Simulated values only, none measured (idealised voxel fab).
Process module, titled voxel ribs on slabs
Square cells of 5 nm make up the cross-section cut, whose width is 250 nm.
Reading order for cross-sections: top band down to bottom band. Underlying form: a grid of square cells. Band size: one or more rows of cells.
Band entry format. Leading values: height of top, height of bottom, nm. Remainder: materials in left-to-right order, each with its width in nm. Special words: "all across" on a single material, which then fills the band edge to edge; "air", empty space.
Basically, 0 is our baseline, since under it the wafer straight out of the box is all one material. The bottom band has no lower end and keeps on going down, so it looks like "z 0 and below".
With a width like "30..40", each row of cells in the band differs from the next by the same amount, the top row carrying the first number and the bottom row the second.
Take "nothing altered" at face value: in the step it is given for, the cross-section changed in none of its cells.
Empty spaces counting at least 8 cells and having no open way to the top are listed in "Fully sealed voids". The notation width x height at distance is used for each, the distance being from the left edge and all three values in nm.
If you see something after the settings on a step's line, that's the simulator's own remark about that step.
For masked steps, "overlay nm" on the step line gives how far right of plan the mask actually lay; a minus sign means it lay to the left.

**Intended process steps**
1. RECEIVE | material Si
2. DIRECTIONAL_DEP | material SiO2 | thk nm 30
3. DIRECTIONAL_DEP | material SiN | thk nm 15
4. PATTERN | tone cover | mask id RIB | material resist | width nm 25 | thk nm 15 | overlay nm 0
5. DIRECTIONAL_ETCH | etch materials SiN | depth nm 5
6. STRIP | etch materials resist
7. MASKED_ETCH | tone cover | mask id SLAB | width nm 55 | etch materials SiN | depth nm 10 | overlay nm 0
8. FILL_DEP | material SiO2 | thk nm 20
9. CMP | height nm 60
10. DIRECTIONAL_DEP | material W | thk nm 5
11. MASKED_ETCH | tone cover | mask id HEATER | width nm 35 | etch materials W | depth nm 5 | overlay nm 0
12. CONFORMAL_DEP | material SiN | thk nm 10

**Wafer cross-section on receipt, i.e. after step 1**
* z 0 and below = Si all across
* Fully sealed voids: none

**End-of-module cross-section. Starting structure and process plan as above; one mistake made in running it**
* z 65 to 60 = 105 nm air | 35 nm W | 110 nm air
* z 60 to 45 = SiO2 all across
* z 45 to 40 = 110 nm SiO2 | 25 nm SiN | 115 nm SiO2
* z 40 to 30 = 95 nm SiO2 | 55 nm SiN | 100 nm SiO2
* z 30 to 0 = SiO2 all across
* z 0 and below = Si all across
* Fully sealed voids: none
What was the processing mistake? not run: step 12 of the plan (skipped)
